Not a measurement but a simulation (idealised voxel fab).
The process module that follows is named voxel gate over fins.
FYI the section here is cut, 255 nm wide, cells are 5 nm squares.
In this document a cross-section is written as a grid of square cells. It is given as a series of bands, listed from the top down, and a band is one or more rows of cells. First you get the band's top height and its bottom height, in nm, and then the materials it's made of, left to right, with each width in nm. If you see a single material with "everywhere", that one covers the band edge to edge. "air" is empty space. It should be noted that heights are counted from 0, beneath which the wafer as supplied is of one material throughout, and that the lowest band possesses no lower boundary but continues downward, as written in "z 0 and below". It should be noted that a width expressed as "30 to 40" varies in equal increments from row to row of cells within the band, taking the value of the first number at the top row and that of the second number at the bottom row. Step note "nothing altered" = no cross-section cell changed. Entry "Closed cavities" = empty spaces >= 8 cells with no open way to the top; each as width x height at distance, distance from left edge, all nm. Heads up: the bit after the settings on a step's line is the simulator's remark on that step. The "overlay nm" setting may appear on a step's line; for a step that uses a mask, it gives how far to the right of its planned position the mask lay, and a negative value indicates the left.
-- Process steps foreseen in the plan
| 1 | RECEIVE, material Si |
| 2 | CONFORMAL_DEP, material SiN, thk nm 5 |
| 3 | MASKED_ETCH, tone cover, mask id FINS, width nm 15, pitch nm 45, etch materials SiN, depth nm 5, overlay nm 0 |
| 4 | MASKED_ETCH, tone cover, mask id FINS, width nm 15, pitch nm 45, etch materials Si, depth nm 30, overlay nm 0 |
| 5 | OXIDIZE, depth nm 5 |
| 6 | FILL_DEP, material SiO2, thk nm 5 |
| 7 | CMP, height nm 5 |
| 8 | SELECTIVE_ETCH, etch materials SiO2, depth nm 15 |
| 9 | STRIP, etch materials SiN |
| 10 | CONFORMAL_DEP, material HfO2, thk nm 5 |
| 11 | CONFORMAL_DEP, material TiN, thk nm 5 |
| 12 | FILL_DEP, material W, thk nm 15 |
| 13 | CMP, height nm 20 |
| 14 | CONFORMAL_DEP, material SiN, thk nm 5 |
-- Incoming wafer in cross-section (state: after step 1)
	z 0 and below  Si everywhere
	Closed cavities: none
-- Starting structure and process plan are as shown above, but one mistake was made in running the module; the wafer cross-section at the end of the module follows
	z 25 to 20  SiN everywhere
	z 20 to 10  W everywhere
	z 10 to 5  W 45, then TiN 25, then W 20, then TiN 25, then W 20, then TiN 25, then W 20, then TiN 25, then W 50
	z 5 to 0  W 45, then TiN 5, then HfO2 15, then TiN 5, then W 20, then TiN 5, then HfO2 15, then TiN 5, then W 20, then TiN 5, then HfO2 15, then TiN 5, then W 20, then TiN 5, then HfO2 15, then TiN 5, then W 50
	z 0 to -5  TiN 50, then HfO2 5, then Si 5, then HfO2 5, then TiN 30, then HfO2 5, then Si 5, then HfO2 5, then TiN 30, then HfO2 5, then Si 5, then HfO2 5, then TiN 30, then HfO2 5, then Si 5, then HfO2 5, then TiN 55
	z -5 to -10  HfO2 55, then Si 5, then HfO2 40, then Si 5, then HfO2 40, then Si 5, then HfO2 40, then Si 5, then HfO2 60
	z -10 to -65  SiO2 55, then Si 5, then SiO2 40, then Si 5, then SiO2 40, then Si 5, then SiO2 40, then Si 5, then SiO2 60
	z -65 and below  Si everywhere
	Closed cavities: none
Error vs. plan: twice, step 4 of the plan was run
